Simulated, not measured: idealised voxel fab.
Process module in this document: voxel transistor to metal
cross-section cut | 295 nm wide | cells 5 nm
Just so we're on the same page, the cross-sections are grids of square cells, and they're listed out in bands top to bottom, each band one or more rows deep.
Quick guide to a band line: top height, bottom height (nm) up front; then every material left to right with its width in nm. Only one material and it's marked "edge to edge"? Then it fills the band edge to edge. And "air" just means empty space.
Height is counted from the level 0, under which the received wafer is composed throughout of one material. The lowest of the bands is not closed at the bottom but continues downward, in the notation "0 nm and below".
It should be noted that a width expressed as "30..40" varies in equal increments from row to row of cells within the band, taking the value of the first number at the top row and that of the second number at the bottom row.
Where a step carries "changes: none", the cross-section came out of it unchanged, cell for cell.
"Fully sealed cavities" enumerates empty spaces isolated from the top, with no open way to it, that contain at least 8 cells, giving each as width x height at distance from the left edge, all three in nm.
On a step's line, text after the settings is the simulator commenting on that step.
You can add "overlay nm" to a step's line. For a step with a mask, it describes how far the mask lay to the right of its planned position, and a negative number describes a lay to the left.
Below is the list of planned process steps
1. RECEIVE | material Si
2. OXIDIZE | depth nm 5
3. CONFORMAL_DEP | material SiN | thk nm 15
4. DIRECTIONAL_DEP | material aC | thk nm 10
5. PATTERN | tone cover | mask id ACTIVE | material resist | width nm 95 | pitch nm 120 | thk nm 30 | overlay nm 0
6. DIRECTIONAL_ETCH | etch materials aC | depth nm 10
7. STRIP | etch materials resist
8. DIRECTIONAL_ETCH | etch materials SiN | depth nm 15
9. DIRECTIONAL_ETCH | etch materials SiO2 | depth nm 5
10. DIRECTIONAL_ETCH | etch materials Si | depth nm 25
11. STRIP | etch materials aC
12. FILL_DEP | material SiO2 | thk nm 5
13. CMP | height nm 15
14. SELECTIVE_ETCH | etch materials SiO2 | depth nm 15
15. STRIP | etch materials SiN
16. SELECTIVE_ETCH | etch materials SiO2 | depth nm 5
17. OXIDIZE | depth nm 5
18. DIRECTIONAL_DEP | material polySi | thk nm 30
19. DIRECTIONAL_DEP | material SiCN | thk nm 15
20. MASKED_ETCH | tone cover | mask id GATE | width nm 15 | pitch nm 120 | etch materials SiCN | depth nm 25 | overlay nm 0
21. MASKED_ETCH | tone cover | mask id GATE | width nm 15 | pitch nm 120 | etch materials polySi | depth nm 40 | overlay nm 0
22. CONFORMAL_DEP | material SiN | thk nm 10
23. DIRECTIONAL_ETCH | etch materials SiN | depth nm 10
24. DIRECTIONAL_ETCH | etch materials SiO2 | depth nm 5
25. DIRECTIONAL_ETCH | etch materials Si | depth nm 15
26. EPI | material nSi | thk nm 15
27. FILL_DEP | material SiO2 | thk nm 5
28. CMP | height nm 40
29. DIRECTIONAL_DEP | material SiO2 | thk nm 10
30. DIRECTIONAL_DEP | material aC | thk nm 15
31. PATTERN | tone open | mask id CONTACT | material resist | width nm 20 | thk nm 35 | overlay nm 0
32. DIRECTIONAL_ETCH | etch materials aC | depth nm 15
33. STRIP | etch materials resist
34. DIRECTIONAL_ETCH | etch materials SiO2 | depth nm 60
35. STRIP | etch materials aC
36. CONFORMAL_DEP | material TiN | thk nm 5
37. FILL_DEP | material Ru | thk nm 10
38. CMP | height nm 50
39. DIRECTIONAL_DEP | material TiN | thk nm 5
40. DIRECTIONAL_DEP | material W | thk nm 25
41. DIRECTIONAL_DEP | material aC | thk nm 15
42. PATTERN | tone cover | mask id METAL_1 | material resist | width nm 20 | thk nm 30 | overlay nm 0
43. DIRECTIONAL_ETCH | etch materials aC | depth nm 15
44. STRIP | etch materials resist
45. DIRECTIONAL_ETCH | etch materials W | depth nm 25
46. DIRECTIONAL_ETCH | etch materials TiN | depth nm 5
47. STRIP | etch materials aC
48. FILL_DEP | material lowk | thk nm 5
49. CMP | height nm 80
50. CONFORMAL_DEP | material SiCN | thk nm 5
51. DIRECTIONAL_DEP | material lowk | thk nm 30
52. PATTERN | tone open | mask id METAL_2_HOLES | material resist | width nm 15 | pitch nm 120 | thk nm 20 | overlay nm 0
53. DIRECTIONAL_ETCH | etch materials lowk | depth nm 30
54. STRIP | etch materials resist
55. PATTERN | tone open | mask id METAL_2 | material resist | width nm 20 | pitch nm 120 | thk nm 15 | overlay nm 0
56. DIRECTIONAL_ETCH | etch materials lowk | depth nm 15
57. DIRECTIONAL_ETCH | etch materials SiCN | depth nm 5
58. STRIP | etch materials resist
59. CONFORMAL_DEP | material TiN | thk nm 5
60. FILL_DEP | material Ru | thk nm 5
61. CMP | height nm 115
62. CONFORMAL_DEP | material SiCN | thk nm 5
The wafers are alike at the start. At step 20, their width nm differs. The plan lists the first wafer's value.
As-received state after step 1, first of several wafers, cross-section
* 0 nm and below | Si edge to edge
* Fully sealed cavities: none
The following table contains a row per wafer, in which are reported, at the conclusion of the module, the cells of each material gained (+) or lost (-) since the wafer's receipt, with its closed voids given thereafter
width nm 15, +80 Ru, -274 Si, +130 SiCN, +72 SiN, +462 SiO2, +152 TiN, +80 W, +570 lowk, +108 nSi, +36 polySi, Fully sealed cavities: none
width nm 20, +80 Ru, -268 Si, +136 SiCN, +72 SiN, +450 SiO2, +146 TiN, +80 W, +570 lowk, +102 nSi, +48 polySi, Fully sealed cavities: none
width nm 25, +80 Ru, -262 Si, +142 SiCN, +72 SiN, +438 SiO2, +140 TiN, +80 W, +570 lowk, +96 nSi, +60 polySi, Fully sealed cavities: none
width nm 30, +66 Ru, -256 Si, +148 SiCN, +72 SiN, +440 SiO2, +134 TiN, +80 W, +570 lowk, +90 nSi, +72 polySi, Fully sealed cavities: none
